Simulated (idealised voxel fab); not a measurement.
Title: Process Module voxel gate over fins
The cross-section shown here is cut; it is 235 nm wide and divided into square cells measuring 5 nm on a side.
In what follows, cross-sections appear as grids of square cells, described through bands that run from the top down, where every band is one or more rows of cells.
Within each band entry, the heights of the top and of the bottom of the band appear first, in that order and in nm; the materials of the band then follow from left to right, each with its corresponding width in nm. The designation "full width" on a single material indicates that it fills the band from edge to edge; the designation "blank" indicates empty space.
Basically, 0 is our baseline, since under it the wafer straight out of the box is all one material. The bottom band has no lower end and keeps on going down, so it looks like "top 0, no bottom".
Per-row width for "30->40": begins at first number (top row of band), ends at second number (bottom row), increment between rows held constant.
"remains unaltered" for a step: no cell of the cross-section changed in that step.
For the entry "Closed empty spaces", the listed items are empty spaces with no open way to the top whose size is 8 cells or more; each item follows the pattern width x height at distance, where distance is from the left edge and all three are in nm.
Where a step's line continues beyond its settings, the continuation is a remark by the simulator itself on that step.
The optional step-line setting "overlay nm" applies to steps with a mask and quantifies how far to the right of its planned location the mask lay, a negative value indicating leftward placement.

# Planned step list for the process
1: RECEIVE (material Si)
2: CONFORMAL_DEP (material SiN; thk nm 5)
3: MASKED_ETCH (tone cover; mask id FINS; width nm 15; pitch nm 50; etch materials SiN; depth nm 5; overlay nm 0)
4: MASKED_ETCH (tone cover; mask id FINS; width nm 15; pitch nm 50; etch materials Si; depth nm 35; overlay nm 0)
5: FILL_DEP (material SiO2; thk nm 10)
6: CMP (height nm 5)
7: DIRECTIONAL_DEP (material aC; thk nm 10)
8: PATTERN (tone open; mask id RAIL; material resist; width nm 15; thk nm 30; overlay nm 0)
9: DIRECTIONAL_ETCH (etch materials aC; depth nm 10)
10: STRIP (etch materials resist)
11: DIRECTIONAL_ETCH (etch materials SiO2; depth nm 35)
12: STRIP (etch materials aC)
13: CONFORMAL_DEP (material TiN; thk nm 5)
14: FILL_DEP (material W; thk nm 10)
15: CMP (height nm 5)
16: SELECTIVE_ETCH (etch materials W Ru TiN; depth nm 20)
17: FILL_DEP (material SiO2; thk nm 5)
18: CMP (height nm 5)
19: SELECTIVE_ETCH (etch materials SiO2; depth nm 15)
20: STRIP (etch materials SiN)
21: CONFORMAL_DEP (material HfO2; thk nm 5)
22: CONFORMAL_DEP (material TiN; thk nm 5)
23: CONFORMAL_DEP (material TiAl; thk nm 5)
24: CONFORMAL_DEP (material TiN; thk nm 5)
25: FILL_DEP (material W; thk nm 15)
26: CMP (height nm 30)
27: CONFORMAL_DEP (material SiCN; thk nm 10)

# So this is the incoming wafer in cross-section - it's already been through step 1
    top 0, no bottom | Si full width
    Closed empty spaces: none

# Starting wafer: above. Plan: above. Run: one mistake. Cross-section after the module: below
    top 40, bottom 30 | SiCN full width
    top 30, bottom 20 | W full width
    top 20, bottom 15 | W (15) | TiN (205) | W (15)
    top 15, bottom 10 | W (15) | TiN (5) | TiAl (45) | TiN (5) | TiAl (45) | TiN (5) | TiAl (45) | TiN (5) | TiAl (45) | TiN (5) | W (15)
    top 10, bottom 5 | TiN (20) | TiAl (5) | TiN (35) | TiAl (5) | TiN (5) | TiAl (5) | TiN (35) | TiAl (5) | TiN (5) | TiAl (5) | TiN (35) | TiAl (5) | TiN (5) | TiAl (5) | TiN (35) | TiAl (5) | TiN (20)
    top 5, bottom 0 | TiAl (25) | TiN (5) | HfO2 (25) | TiN (5) | TiAl (15) | TiN (5) | HfO2 (25) | TiN (5) | TiAl (15) | TiN (5) | HfO2 (25) | TiN (5) | TiAl (15) | TiN (5) | HfO2 (25) | TiN (5) | TiAl (25)
    top 0, bottom -5 | TiN (30) | HfO2 (5) | Si (15) | HfO2 (5) | TiN (25) | HfO2 (5) | Si (15) | HfO2 (5) | TiN (25) | HfO2 (5) | Si (15) | HfO2 (5) | TiN (25) | HfO2 (5) | Si (15) | HfO2 (5) | TiN (30)
    top -5, bottom -10 | HfO2 (25) | TiN (5) | HfO2 (5) | Si (15) | HfO2 (5) | TiN (5) | HfO2 (15) | TiN (5) | HfO2 (5) | Si (15) | HfO2 (5) | TiN (5) | HfO2 (15) | TiN (5) | HfO2 (5) | Si (15) | HfO2 (5) | TiN (5) | HfO2 (15) | TiN (5) | HfO2 (5) | Si (15) | HfO2 (5) | TiN (5) | HfO2 (25)
    top -10, bottom -15 | SiO2 (20) | HfO2 (15) | Si (15) | HfO2 (15) | SiO2 (5) | HfO2 (15) | Si (15) | HfO2 (15) | SiO2 (5) | HfO2 (15) | Si (15) | HfO2 (15) | SiO2 (5) | HfO2 (15) | Si (15) | HfO2 (15) | SiO2 (20)
    top -15, bottom -25 | SiO2 (35) | Si (15) | SiO2 (10) | TiN (5) | W (5) | TiN (5) | SiO2 (10) | Si (15) | SiO2 (35) | Si (15) | SiO2 (35) | Si (15) | SiO2 (35)
    top -25, bottom -30 | SiO2 (35) | Si (15) | SiO2 (10) | TiN (15) | SiO2 (10) | Si (15) | SiO2 (35) | Si (15) | SiO2 (35) | Si (15) | SiO2 (35)
    top -30, bottom -35 | SiO2 (35) | Si (15) | SiO2 (35) | Si (15) | SiO2 (35) | Si (15) | SiO2 (35) | Si (15) | SiO2 (35)
    top -35, no bottom | Si full width
    Closed empty spaces: none
what went wrong: step 20 occupied the plan position of step 19, and the converse holds as well
